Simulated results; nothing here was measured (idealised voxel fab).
Presented below is a process module, voxel spacer lines.
Xsec cut, 195 nm wide, square cell size 5 nm.
Cross-section = grid of square cells, listed top down in bands; band = one or more rows. Each band's line starts with the height of the band's top and of its bottom, in nm. Then come its materials from left to right, each with its width in nm. One material with "throughout" fills the band from edge to edge. "air" is empty space. Convention: height 0 is the level below which the wafer, as received, is all one material. The lowest band does not terminate at the bottom but continues downward, represented as "0 down". Per-row width for "30 to 40": begins at first number (top row of band), ends at second number (bottom row), increment between rows held constant. Given "no change occurred" for a step, no cell of the cross-section differs between before and after that step. Entry "Enclosed internal voids". Content: empty spaces with no open connection to the top, size 8 cells or greater. Each: width x height at distance. Distance: from left edge. Unit: nm. On a step's line, text after the settings is the simulator commenting on that step. overlay nm: mask right of planned place by this much (step with mask). Neg. = left.
## Process steps - plan
| 1 | op RECEIVE | material Si |
| 2 | op CONFORMAL_DEP | material Al2O3 | thk nm 10 |
| 3 | op DIRECTIONAL_DEP | material polySi | thk nm 10 |
| 4 | op DIRECTIONAL_DEP | material aC | thk nm 25 |
| 5 | op PATTERN | tone cover | mask id MANDREL | material resist | width nm 15 | pitch nm 50 | thk nm 35 | overlay nm 0 |
| 6 | op DIRECTIONAL_ETCH | etch materials aC | depth nm 25 |
| 7 | op STRIP | etch materials resist |
| 8 | op CONFORMAL_DEP | material SiO2 | thk nm 10 |
| 9 | op DIRECTIONAL_ETCH | etch materials SiO2 | depth nm 10 |
| 10 | op STRIP | etch materials aC |
| 11 | op DIRECTIONAL_ETCH | etch materials polySi | depth nm 10 |
| 12 | op STRIP | etch materials SiO2 |
## Cross-sectional view of the wafer in its as-received condition, corresponding to the state after step 1
> 0 down: Si throughout
> Enclosed internal voids: none
## Looking at the first of two wafers in cross-section at end of module - ran to plan
> 20 to 10: 30 air, 10 polySi, 15 air, 10 polySi, 15 air, 10 polySi, 15 air, 10 polySi, 15 air, 10 polySi, 15 air, 10 polySi, 30 air
> 10 to 0: Al2O3 throughout
> 0 down: Si throughout
> Enclosed internal voids: none
## Cross-sectional view: second of two wafers, end of module; start and plan identical to the first, one mistake in running
> 20 to 10: 30 air, 35 polySi, 15 air, 35 polySi, 15 air, 35 polySi, 30 air
> 10 to 0: Al2O3 throughout
> 0 down: Si throughout
> Enclosed internal voids: none
Deviation noted in wafer processing: transposition of steps 10 and 11 relative to the planned sequence
Final cells, second wafer relative to first, materials higher or lower: polySi +18
